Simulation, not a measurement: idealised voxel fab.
Process module heading - voxel lift off
Cross-section cut spans 210 nm and uses square cells 5 nm in size.
Bands, listed from the top down, are how a cross-section gets written in this document; the cross-section itself is a grid of square cells, and a band is one or more rows of them. It is stipulated that each band's entry specify, in nanometres, the height of the top of the band and then that of its bottom, followed by the materials of the band in left-to-right sequence, each together with its width in nanometres. A single material marked by the word "throughout" is understood to fill the band from edge to edge; the word "empty" is understood to denote empty space. Ref level 0: as-received wafer is one material below here. Bottom band extends down with no lower bound ("0 nm and below"). Quick explanation for "30 to 40": the width changes in equal steps down the rows of cells, from the first number in the band's top row to the second number in its bottom row. Any step labelled "nothing got changed" changed none of the cells in the cross-section. "Unvented internal voids" contains a list of empty spaces, each no smaller than 8 cells and without an open way to the top, written in the form width x height at distance with the distance from the left edge and all three in nm. If you see something after the settings on a step's line, that's the simulator's own remark about that step. Regarding "overlay nm": on a step with a mask, it is the distance the mask lay to the right of its planned place; a negative value places it to the left.
**plan**
1 RECEIVE: material Si
2 CONFORMAL_DEP: material SiO2, thk nm 10
3 PATTERN: tone open, mask id LINES, material resist, width nm 20, pitch nm 35, thk nm 20, overlay nm 0
4 DIRECTIONAL_DEP: material Ru, thk nm 10
5 STRIP: etch materials resist
6 CONFORMAL_DEP: material SiN, thk nm 5
**First of two wafers, with the run carried out as planned**
**The cross-section here shows the wafer as received, i.e. in its state after step 1**
> 0 nm and below  Si throughout
> Unvented internal voids: none
**Wafer after step 2 (cross-section)**
> 10 nm to 0 nm  SiO2 throughout
> Beneath the level 0, the cross-section is identical to its previous state.
**Wafer after step 3 (cross-section)**
> 30 nm to 10 nm  resist=75 | empty=20 | resist=15 | empty=20 | resist=80
> Beneath the level 10, the cross-section is identical to its previous state.
**Wafer after step 4 (cross-section)**
> 40 nm to 30 nm  Ru=75 | empty=20 | Ru=15 | empty=20 | Ru=80
> 30 nm to 20 nm  resist=75 | empty=20 | resist=15 | empty=20 | resist=80
> 20 nm to 10 nm  resist=75 | Ru=20 | resist=15 | Ru=20 | resist=80
> Beneath the level 10, the cross-section is identical to its previous state.
**Wafer after step 5 (cross-section)**
> 20 nm to 10 nm  empty=75 | Ru=20 | empty=15 | Ru=20 | empty=80
> Beneath the level 10, the cross-section is identical to its previous state.
**Wafer after step 6 (cross-section)**
> 25 nm to 20 nm  empty=70 | SiN=30 | empty=5 | SiN=30 | empty=75
> 20 nm to 15 nm  empty=70 | SiN=5 | Ru=20 | SiN=5 | empty=5 | SiN=5 | Ru=20 | SiN=5 | empty=75
> 15 nm to 10 nm  SiN=75 | Ru=20 | SiN=15 | Ru=20 | SiN=80
> Beneath the level 10, the cross-section is identical to its previous state.
**Wafer two. Identical start, identical plan. One mistake in execution. Identical history through step 2**
**What the second wafer looks like in cross-section when step 3 should have wrapped up**
> 30 nm to 10 nm  resist=65 | empty=20 | resist=15 | empty=20 | resist=90
> Beneath the level 10, the cross-section is identical to its previous state.
**What the second wafer looks like in cross-section when step 4 should have wrapped up**
> 40 nm to 30 nm  Ru=65 | empty=20 | Ru=15 | empty=20 | Ru=90
> 30 nm to 20 nm  resist=65 | empty=20 | resist=15 | empty=20 | resist=90
> 20 nm to 10 nm  resist=65 | Ru=20 | resist=15 | Ru=20 | resist=90
> Beneath the level 10, the cross-section is identical to its previous state.
**What the second wafer looks like in cross-section when step 5 should have wrapped up**
> 20 nm to 10 nm  empty=65 | Ru=20 | empty=15 | Ru=20 | empty=90
> Beneath the level 10, the cross-section is identical to its previous state.
**What the second wafer looks like in cross-section when step 6 should have wrapped up**
> 25 nm to 20 nm  empty=60 | SiN=30 | empty=5 | SiN=30 | empty=85
> 20 nm to 15 nm  empty=60 | SiN=5 | Ru=20 | SiN=5 | empty=5 | SiN=5 | Ru=20 | SiN=5 | empty=85
> 15 nm to 10 nm  SiN=65 | Ru=20 | SiN=15 | Ru=20 | SiN=90
> Beneath the level 10, the cross-section is identical to its previous state.
What broke from the plan during processing? heads up, step 3 didn't go per plan, it actually ran as PATTERN: tone open, mask id LINES, material resist, width nm 20, pitch nm 35, thk nm 20, overlay nm -10
So at the finish, the second wafer's got exactly as many cells of each material as the first, just not in the same spots.
